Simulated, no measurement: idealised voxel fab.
Presented below is a process module, voxel spacer lines.
The figure presents cross-section cut, which has a width of 220 nm and is divided into square cells with an edge length of 5 nm.
Bands, listed from the top down, are how a cross-section gets written in this document; the cross-section itself is a grid of square cells, and a band is one or more rows of them.
In this notation a band is specified by the heights of its top and bottom, in that order and in nm, after which its materials appear from left to right, each paired with its width in nm. The word "throughout" attached to a single material means that material fills the band from edge to edge; the word "blank" stands for empty space.
Heights are expressed relative to 0, this being the level below which the as-received wafer comprises one material exclusively. The lowest band is unbounded in the downward direction and is denoted as in "0..down".
The notation "30->40" denotes a width that varies across the rows of cells in the band, beginning at the first number in the top row, finishing at the second number in the bottom row, and changing by an identical amount from each row to the next.
You'll sometimes find "left unchanged" written for a step, and that's the way of saying that nowhere in the cross-section did a cell change during that step.
The label "Completely enclosed voids" introduces a list of the empty spaces, 8 cells or larger, that have no open way up to the top; each entry in it reads width x height at distance, where the distance is taken from the left edge and all three are stated in nm.
Formally, on a step line, whatever follows the settings is a remark that the simulator itself makes on the step.
Steps that use a mask can have "overlay nm" on their line. It says how far the mask sat to the right of where it was meant to be. Negative means to the left.
-- Here's what the planned process steps look like
step 1: RECEIVE,material Si
step 2: CONFORMAL_DEP,material Al2O3,thk nm 10
step 3: DIRECTIONAL_DEP,material TiN,thk nm 10
step 4: DIRECTIONAL_DEP,material aC,thk nm 20
step 5: PATTERN,tone cover,mask id MANDREL,material resist,width nm 20,pitch nm 60,thk nm 30,overlay nm 0
step 6: DIRECTIONAL_ETCH,etch materials aC,depth nm 20
step 7: STRIP,etch materials resist
step 8: CONFORMAL_DEP,material SiN,thk nm 10
step 9: DIRECTIONAL_ETCH,etch materials SiN,depth nm 10
step 10: STRIP,etch materials aC
step 11: DIRECTIONAL_ETCH,etch materials TiN,depth nm 10
step 12: STRIP,etch materials SiN
-- First of two wafers: run as planned
-- Cross-section of the wafer at receipt, which is the condition after step 1
    0..down | Si throughout
    Completely enclosed voids: none
-- Sectional view: wafer, after step 2
    10..0 | Al2O3 throughout
    Beneath the level 0, the cross-section is identical to its previous state.
-- Sectional view: wafer, after step 3
    20..10 | TiN throughout
    Beneath the level 10, the cross-section is identical to its previous state.
-- Sectional view: wafer, after step 4
    40..20 | aC throughout
    Beneath the level 20, the cross-section is identical to its previous state.
-- Sectional view: wafer, after step 5
    70..40 | 40 of blank; 20 of resist; 40 of blank; 20 of resist; 40 of blank; 20 of resist; 40 of blank
    Beneath the level 40, the cross-section is identical to its previous state.
-- Sectional view: wafer, after step 6
    50..40 | 40 of blank; 20 of resist; 40 of blank; 20 of resist; 40 of blank; 20 of resist; 40 of blank
    40..20 | 40 of blank; 20 of aC; 40 of blank; 20 of aC; 40 of blank; 20 of aC; 40 of blank
    Beneath the level 20, the cross-section is identical to its previous state.
-- Sectional view: wafer, after step 7
    40..20 | 40 of blank; 20 of aC; 40 of blank; 20 of aC; 40 of blank; 20 of aC; 40 of blank
    Beneath the level 20, the cross-section is identical to its previous state.
-- Sectional view: wafer, after step 8
    50..40 | 30 of blank; 40 of SiN; 20 of blank; 40 of SiN; 20 of blank; 40 of SiN; 30 of blank
    40..30 | 30 of blank; 10 of SiN; 20 of aC; 10 of SiN; 20 of blank; 10 of SiN; 20 of aC; 10 of SiN; 20 of blank; 10 of SiN; 20 of aC; 10 of SiN; 30 of blank
    30..20 | 40 of SiN; 20 of aC; 40 of SiN; 20 of aC; 40 of SiN; 20 of aC; 40 of SiN
    Beneath the level 20, the cross-section is identical to its previous state.
-- Sectional view: wafer, after step 9
    40..20 | 30 of blank; 10 of SiN; 20 of aC; 10 of SiN; 20 of blank; 10 of SiN; 20 of aC; 10 of SiN; 20 of blank; 10 of SiN; 20 of aC; 10 of SiN; 30 of blank
    Beneath the level 20, the cross-section is identical to its previous state.
-- Sectional view: wafer, after step 10
    40..20 | 30 of blank; 10 of SiN; 20 of blank; 10 of SiN; 20 of blank; 10 of SiN; 20 of blank; 10 of SiN; 20 of blank; 10 of SiN; 20 of blank; 10 of SiN; 30 of blank
    Beneath the level 20, the cross-section is identical to its previous state.
-- Sectional view: wafer, after step 11
    40..20 | 30 of blank; 10 of SiN; 20 of blank; 10 of SiN; 20 of blank; 10 of SiN; 20 of blank; 10 of SiN; 20 of blank; 10 of SiN; 20 of blank; 10 of SiN; 30 of blank
    20..10 | 30 of blank; 10 of TiN; 20 of blank; 10 of TiN; 20 of blank; 10 of TiN; 20 of blank; 10 of TiN; 20 of blank; 10 of TiN; 20 of blank; 10 of TiN; 30 of blank
    Beneath the level 10, the cross-section is identical to its previous state.
-- Sectional view: wafer, after step 12
    20..10 | 30 of blank; 10 of TiN; 20 of blank; 10 of TiN; 20 of blank; 10 of TiN; 20 of blank; 10 of TiN; 20 of blank; 10 of TiN; 20 of blank; 10 of TiN; 30 of blank
    Beneath the level 10, the cross-section is identical to its previous state.
-- Wafer two: like wafer one in start and plan, but with one mistake in execution; identical up to and including step 1
The second wafer in cross-section, at the planned close of step 2: left unchanged
-- The second wafer in cross-section, at the planned close of step 3
    10..0 | TiN throughout
    Beneath the level 0, the cross-section is identical to its previous state.
-- The second wafer in cross-section, at the planned close of step 4
    30..10 | aC throughout
    Beneath the level 10, the cross-section is identical to its previous state.
-- The second wafer in cross-section, at the planned close of step 5
    60..30 | 40 of blank; 20 of resist; 40 of blank; 20 of resist; 40 of blank; 20 of resist; 40 of blank
    Beneath the level 30, the cross-section is identical to its previous state.
-- The second wafer in cross-section, at the planned close of step 6
    40..30 | 40 of blank; 20 of resist; 40 of blank; 20 of resist; 40 of blank; 20 of resist; 40 of blank
    30..10 | 40 of blank; 20 of aC; 40 of blank; 20 of aC; 40 of blank; 20 of aC; 40 of blank
    Beneath the level 10, the cross-section is identical to its previous state.
-- The second wafer in cross-section, at the planned close of step 7
    30..10 | 40 of blank; 20 of aC; 40 of blank; 20 of aC; 40 of blank; 20 of aC; 40 of blank
    Beneath the level 10, the cross-section is identical to its previous state.
-- The second wafer in cross-section, at the planned close of step 8
    40..30 | 30 of blank; 40 of SiN; 20 of blank; 40 of SiN; 20 of blank; 40 of SiN; 30 of blank
    30..20 | 30 of blank; 10 of SiN; 20 of aC; 10 of SiN; 20 of blank; 10 of SiN; 20 of aC; 10 of SiN; 20 of blank; 10 of SiN; 20 of aC; 10 of SiN; 30 of blank
    20..10 | 40 of SiN; 20 of aC; 40 of SiN; 20 of aC; 40 of SiN; 20 of aC; 40 of SiN
    Beneath the level 10, the cross-section is identical to its previous state.
-- The second wafer in cross-section, at the planned close of step 9
    30..10 | 30 of blank; 10 of SiN; 20 of aC; 10 of SiN; 20 of blank; 10 of SiN; 20 of aC; 10 of SiN; 20 of blank; 10 of SiN; 20 of aC; 10 of SiN; 30 of blank
    Beneath the level 10, the cross-section is identical to its previous state.
-- The second wafer in cross-section, at the planned close of step 10
    30..10 | 30 of blank; 10 of SiN; 20 of blank; 10 of SiN; 20 of blank; 10 of SiN; 20 of blank; 10 of SiN; 20 of blank; 10 of SiN; 20 of blank; 10 of SiN; 30 of blank
    Beneath the level 10, the cross-section is identical to its previous state.
-- The second wafer in cross-section, at the planned close of step 11
    30..10 | 30 of blank; 10 of SiN; 20 of blank; 10 of SiN; 20 of blank; 10 of SiN; 20 of blank; 10 of SiN; 20 of blank; 10 of SiN; 20 of blank; 10 of SiN; 30 of blank
    10..0 | 30 of blank; 10 of TiN; 20 of blank; 10 of TiN; 20 of blank; 10 of TiN; 20 of blank; 10 of TiN; 20 of blank; 10 of TiN; 20 of blank; 10 of TiN; 30 of blank
    Beneath the level 0, the cross-section is identical to its previous state.
-- The second wafer in cross-section, at the planned close of step 12
    10..0 | 30 of blank; 10 of TiN; 20 of blank; 10 of TiN; 20 of blank; 10 of TiN; 20 of blank; 10 of TiN; 20 of blank; 10 of TiN; 20 of blank; 10 of TiN; 30 of blank
    Beneath the level 0, the cross-section is identical to its previous state.
what went wrong: skipped: plan step 2 (never run)
At the finish, the second wafer shows more or fewer cells for some materials than the first does: Al2O3 -88
